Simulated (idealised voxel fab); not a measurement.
The following is a process module called voxel wiring stack.
Section cut is 155 nm wide and gridded with 5 nm square cells.
Reading order for cross-sections: top band down to bottom band. Underlying form: a grid of square cells. Band size: one or more rows of cells.
Heads up on the band format: heights come first, top then bottom, in nm. After that it's the materials left to right, each with its width in nm. A single material flagged "full width" fills the whole band edge to edge, and "air" means there's empty space there.
Note: height 0 marks the level under which the wafer is uniformly one material as received. Lowest band unbounded below, written "z 0 and below".
A width such as "30..40" changes by the same amount from each row of cells to the next, from the band's top row to its bottom row.
The designation "remained the same", where it is given for a processing step, indicates that no cell of the cross-section was altered in the course of that step.
"Enclosed cavities": sealed empty spaces, 8 cells or more, no open way to top, listed width x height at distance, with distance from the left edge and width, height and distance in nm.
Read whatever lies past the settings on a step's line as the simulator's own remark about the step.
overlay nm: for a step with a mask, the amount by which the mask lay right of where it was planned; a negative amount means left of it.
List of planned process steps
- 1: RECEIVE (material Si)
- 2: CONFORMAL_DEP (material SiO2; thk nm 10)
- 3: DIRECTIONAL_DEP (material TiN; thk nm 5)
- 4: DIRECTIONAL_DEP (material Ru; thk nm 25)
- 5: DIRECTIONAL_DEP (material aC; thk nm 15)
- 6: PATTERN (tone cover; mask id METAL_1; material resist; width nm 20; pitch nm 50; thk nm 35; overlay nm 0)
- 7: DIRECTIONAL_ETCH (etch materials aC; depth nm 15)
- 8: STRIP (etch materials resist)
- 9: DIRECTIONAL_ETCH (etch materials Ru; depth nm 25)
- 10: DIRECTIONAL_ETCH (etch materials TiN; depth nm 5)
- 11: STRIP (etch materials aC)
- 12: CONFORMAL_DEP (material SiCN; thk nm 5)
- 13: FILL_DEP (material SiO2; thk nm 10)
- 14: CMP (height nm 40)
- 15: CONFORMAL_DEP (material SiCN; thk nm 5)
- 16: DIRECTIONAL_DEP (material SiO2; thk nm 30)
- 17: MASKED_ETCH (tone open; mask id METAL_2; width nm 20; pitch nm 50; etch materials SiO2; depth nm 20; overlay nm 0)
- 18: PATTERN (tone open; mask id METAL_2_HOLES; material resist; width nm 15; pitch nm 100; thk nm 20; overlay nm 0)
- 19: DIRECTIONAL_ETCH (etch materials SiO2; depth nm 10)
- 20: DIRECTIONAL_ETCH (etch materials SiCN; depth nm 5)
- 21: STRIP (etch materials resist)
- 22: CONFORMAL_DEP (material TiN; thk nm 5)
- 23: FILL_DEP (material Cu; thk nm 10)
- 24: CMP (height nm 75)
- 25: CONFORMAL_DEP (material SiCN; thk nm 5)
First out of two wafers; run went to plan
Cross-section of the incoming wafer, state after step 1
  z 0 and below: Si full width
  Enclosed cavities: none
State of the wafer after step 2, shown in cross-section
  z 10 to 0: SiO2 full width
  Everything below 0 is unchanged.
State of the wafer after step 3, shown in cross-section
  z 15 to 10: TiN full width
  Everything below 10 is unchanged.
State of the wafer after step 4, shown in cross-section
  z 40 to 15: Ru full width
  Everything below 15 is unchanged.
State of the wafer after step 5, shown in cross-section
  z 55 to 40: aC full width
  Everything below 40 is unchanged.
State of the wafer after step 6, shown in cross-section
  z 90 to 55: air=15, resist=20, air=30, resist=20, air=30, resist=20, air=20
  Everything below 55 is unchanged.
State of the wafer after step 7, shown in cross-section
  z 75 to 55: air=15, resist=20, air=30, resist=20, air=30, resist=20, air=20
  z 55 to 40: air=15, aC=20, air=30, aC=20, air=30, aC=20, air=20
  Everything below 40 is unchanged.
State of the wafer after step 8, shown in cross-section
  z 55 to 40: air=15, aC=20, air=30, aC=20, air=30, aC=20, air=20
  Everything below 40 is unchanged.
State of the wafer after step 9, shown in cross-section
  z 55 to 40: air=15, aC=20, air=30, aC=20, air=30, aC=20, air=20
  z 40 to 15: air=15, Ru=20, air=30, Ru=20, air=30, Ru=20, air=20
  Everything below 15 is unchanged.
State of the wafer after step 10, shown in cross-section
  z 55 to 40: air=15, aC=20, air=30, aC=20, air=30, aC=20, air=20
  z 40 to 15: air=15, Ru=20, air=30, Ru=20, air=30, Ru=20, air=20
  z 15 to 10: air=15, TiN=20, air=30, TiN=20, air=30, TiN=20, air=20
  Everything below 10 is unchanged.
State of the wafer after step 11, shown in cross-section
  z 40 to 15: air=15, Ru=20, air=30, Ru=20, air=30, Ru=20, air=20
  Everything below 15 is unchanged.
State of the wafer after step 12, shown in cross-section
  z 45 to 40: air=10, SiCN=30, air=20, SiCN=30, air=20, SiCN=30, air=15
  z 40 to 15: air=10, SiCN=5, Ru=20, SiCN=5, air=20, SiCN=5, Ru=20, SiCN=5, air=20, SiCN=5, Ru=20, SiCN=5, air=15
  z 15 to 10: SiCN=15, TiN=20, SiCN=30, TiN=20, SiCN=30, TiN=20, SiCN=20
  Everything below 10 is unchanged.
State of the wafer after step 13, shown in cross-section
  z 55 to 45: SiO2 full width
  z 45 to 40: SiO2=10, SiCN=30, SiO2=20, SiCN=30, SiO2=20, SiCN=30, SiO2=15
  z 40 to 15: SiO2=10, SiCN=5, Ru=20, SiCN=5, SiO2=20, SiCN=5, Ru=20, SiCN=5, SiO2=20, SiCN=5, Ru=20, SiCN=5, SiO2=15
  Everything below 15 is unchanged.
State of the wafer after step 14, shown in cross-section
  z 40 to 15: SiO2=10, SiCN=5, Ru=20, SiCN=5, SiO2=20, SiCN=5, Ru=20, SiCN=5, SiO2=20, SiCN=5, Ru=20, SiCN=5, SiO2=15
  Everything below 15 is unchanged.
State of the wafer after step 15, shown in cross-section
  z 45 to 40: SiCN full width
  Everything below 40 is unchanged.
State of the wafer after step 16, shown in cross-section
  z 75 to 45: SiO2 full width
  Everything below 45 is unchanged.
State of the wafer after step 17, shown in cross-section
  z 75 to 55: SiO2=15, air=20, SiO2=30, air=20, SiO2=30, air=20, SiO2=20
  Everything below 55 is unchanged.
State of the wafer after step 18, shown in cross-section
  z 95 to 75: resist=15, air=15, resist=85, air=15, resist=25
  z 75 to 55: SiO2=15, air=15, resist=5, SiO2=30, resist=20, SiO2=30, air=15, resist=5, SiO2=20
  Everything below 55 is unchanged.
State of the wafer after step 19, shown in cross-section
  z 95 to 75: resist=15, air=15, resist=85, air=15, resist=25
  z 75 to 55: SiO2=15, air=15, resist=5, SiO2=30, resist=20, SiO2=30, air=15, resist=5, SiO2=20
  z 55 to 45: SiO2=15, air=15, SiO2=85, air=15, SiO2=25
  Everything below 45 is unchanged.
State of the wafer after step 20, shown in cross-section
  z 95 to 75: resist=15, air=15, resist=85, air=15, resist=25
  z 75 to 55: SiO2=15, air=15, resist=5, SiO2=30, resist=20, SiO2=30, air=15, resist=5, SiO2=20
  z 55 to 45: SiO2=15, air=15, SiO2=85, air=15, SiO2=25
  z 45 to 40: SiCN=15, air=15, SiCN=85, air=15, SiCN=25
  Everything below 40 is unchanged.
State of the wafer after step 21, shown in cross-section
  z 75 to 55: SiO2=15, air=20, SiO2=30, air=20, SiO2=30, air=20, SiO2=20
  Everything below 55 is unchanged.
State of the wafer after step 22, shown in cross-section
  z 80 to 75: TiN=20, air=10, TiN=40, air=10, TiN=40, air=10, TiN=25
  z 75 to 60: SiO2=15, TiN=5, air=10, TiN=5, SiO2=30, TiN=5, air=10, TiN=5, SiO2=30, TiN=5, air=10, TiN=5, SiO2=20
  z 60 to 55: SiO2=15, TiN=5, air=5, TiN=10, SiO2=30, TiN=20, SiO2=30, TiN=5, air=5, TiN=10, SiO2=20
  z 55 to 45: SiO2=15, TiN=5, air=5, TiN=5, SiO2=85, TiN=5, air=5, TiN=5, SiO2=25
  z 45 to 40: SiCN=15, TiN=15, SiCN=85, TiN=15, SiCN=25
  Everything below 40 is unchanged.
State of the wafer after step 23, shown in cross-section
  z 90 to 80: Cu full width
  z 80 to 75: TiN=20, Cu=10, TiN=40, Cu=10, TiN=40, Cu=10, TiN=25
  z 75 to 60: SiO2=15, TiN=5, Cu=10, TiN=5, SiO2=30, TiN=5, Cu=10, TiN=5, SiO2=30, TiN=5, Cu=10, TiN=5, SiO2=20
  z 60 to 55: SiO2=15, TiN=5, Cu=5, TiN=10, SiO2=30, TiN=20, SiO2=30, TiN=5, Cu=5, TiN=10, SiO2=20
  z 55 to 45: SiO2=15, TiN=5, Cu=5, TiN=5, SiO2=85, TiN=5, Cu=5, TiN=5, SiO2=25
  Everything below 45 is unchanged.
State of the wafer after step 24, shown in cross-section
  z 75 to 60: SiO2=15, TiN=5, Cu=10, TiN=5, SiO2=30, TiN=5, Cu=10, TiN=5, SiO2=30, TiN=5, Cu=10, TiN=5, SiO2=20
  Everything below 60 is unchanged.
State of the wafer after step 25, shown in cross-section
  z 80 to 75: SiCN full width
  Everything below 75 is unchanged.
second wafer: like start, like plan, one mistake. Through step 12 it matches the first wafer
Second wafer, cross-section, planned end of step 13
  z 55 to 45: Ru full width
  z 45 to 40: Ru=10, SiCN=30, Ru=20, SiCN=30, Ru=20, SiCN=30, Ru=15
  z 40 to 15: Ru=10, SiCN=5, Ru=20, SiCN=5, Ru=20, SiCN=5, Ru=20, SiCN=5, Ru=20, SiCN=5, Ru=20, SiCN=5, Ru=15
  Everything below 15 is unchanged.
Second wafer, cross-section, planned end of step 14
  z 40 to 15: Ru=10, SiCN=5, Ru=20, SiCN=5, Ru=20, SiCN=5, Ru=20, SiCN=5, Ru=20, SiCN=5, Ru=20, SiCN=5, Ru=15
  Everything below 15 is unchanged.
Second wafer, cross-section, planned end of step 15
  z 45 to 40: SiCN full width
  Everything below 40 is unchanged.
Second wafer, cross-section, planned end of step 16
  z 75 to 45: SiO2 full width
  Everything below 45 is unchanged.
Second wafer, cross-section, planned end of step 17
  z 75 to 55: SiO2=15, air=20, SiO2=30, air=20, SiO2=30, air=20, SiO2=20
  Everything below 55 is unchanged.
Second wafer, cross-section, planned end of step 18
  z 95 to 75: resist=15, air=15, resist=85, air=15, resist=25
  z 75 to 55: SiO2=15, air=15, resist=5, SiO2=30, resist=20, SiO2=30, air=15, resist=5, SiO2=20
  Everything below 55 is unchanged.
Second wafer, cross-section, planned end of step 19
  z 95 to 75: resist=15, air=15, resist=85, air=15, resist=25
  z 75 to 55: SiO2=15, air=15, resist=5, SiO2=30, resist=20, SiO2=30, air=15, resist=5, SiO2=20
  z 55 to 45: SiO2=15, air=15, SiO2=85, air=15, SiO2=25
  Everything below 45 is unchanged.
Second wafer, cross-section, planned end of step 20
  z 95 to 75: resist=15, air=15, resist=85, air=15, resist=25
  z 75 to 55: SiO2=15, air=15, resist=5, SiO2=30, resist=20, SiO2=30, air=15, resist=5, SiO2=20
  z 55 to 45: SiO2=15, air=15, SiO2=85, air=15, SiO2=25
  z 45 to 40: SiCN=15, air=15, SiCN=85, air=15, SiCN=25
  Everything below 40 is unchanged.
Second wafer, cross-section, planned end of step 21
  z 75 to 55: SiO2=15, air=20, SiO2=30, air=20, SiO2=30, air=20, SiO2=20
  Everything below 55 is unchanged.
Second wafer, cross-section, planned end of step 22
  z 80 to 75: TiN=20, air=10, TiN=40, air=10, TiN=40, air=10, TiN=25
  z 75 to 60: SiO2=15, TiN=5, air=10, TiN=5, SiO2=30, TiN=5, air=10, TiN=5, SiO2=30, TiN=5, air=10, TiN=5, SiO2=20
  z 60 to 55: SiO2=15, TiN=5, air=5, TiN=10, SiO2=30, TiN=20, SiO2=30, TiN=5, air=5, TiN=10, SiO2=20
  z 55 to 45: SiO2=15, TiN=5, air=5, TiN=5, SiO2=85, TiN=5, air=5, TiN=5, SiO2=25
  z 45 to 40: SiCN=15, TiN=15, SiCN=85, TiN=15, SiCN=25
  Everything below 40 is unchanged.
Second wafer, cross-section, planned end of step 23
  z 90 to 80: Cu full width
  z 80 to 75: TiN=20, Cu=10, TiN=40, Cu=10, TiN=40, Cu=10, TiN=25
  z 75 to 60: SiO2=15, TiN=5, Cu=10, TiN=5, SiO2=30, TiN=5, Cu=10, TiN=5, SiO2=30, TiN=5, Cu=10, TiN=5, SiO2=20
  z 60 to 55: SiO2=15, TiN=5, Cu=5, TiN=10, SiO2=30, TiN=20, SiO2=30, TiN=5, Cu=5, TiN=10, SiO2=20
  z 55 to 45: SiO2=15, TiN=5, Cu=5, TiN=5, SiO2=85, TiN=5, Cu=5, TiN=5, SiO2=25
  Everything below 45 is unchanged.
Second wafer, cross-section, planned end of step 24
  z 75 to 60: SiO2=15, TiN=5, Cu=10, TiN=5, SiO2=30, TiN=5, Cu=10, TiN=5, SiO2=30, TiN=5, Cu=10, TiN=5, SiO2=20
  Everything below 60 is unchanged.
Second wafer, cross-section, planned end of step 25
  z 80 to 75: SiCN full width
  Everything below 75 is unchanged.
What broke from the plan during processing? step 13 ran differently from the plan; actual operation with settings: FILL_DEP (material Ru; thk nm 10)
End of process, cell counts, second wafer against first, materials with more or fewer: 65 more of Ru, 65 fewer of SiO2
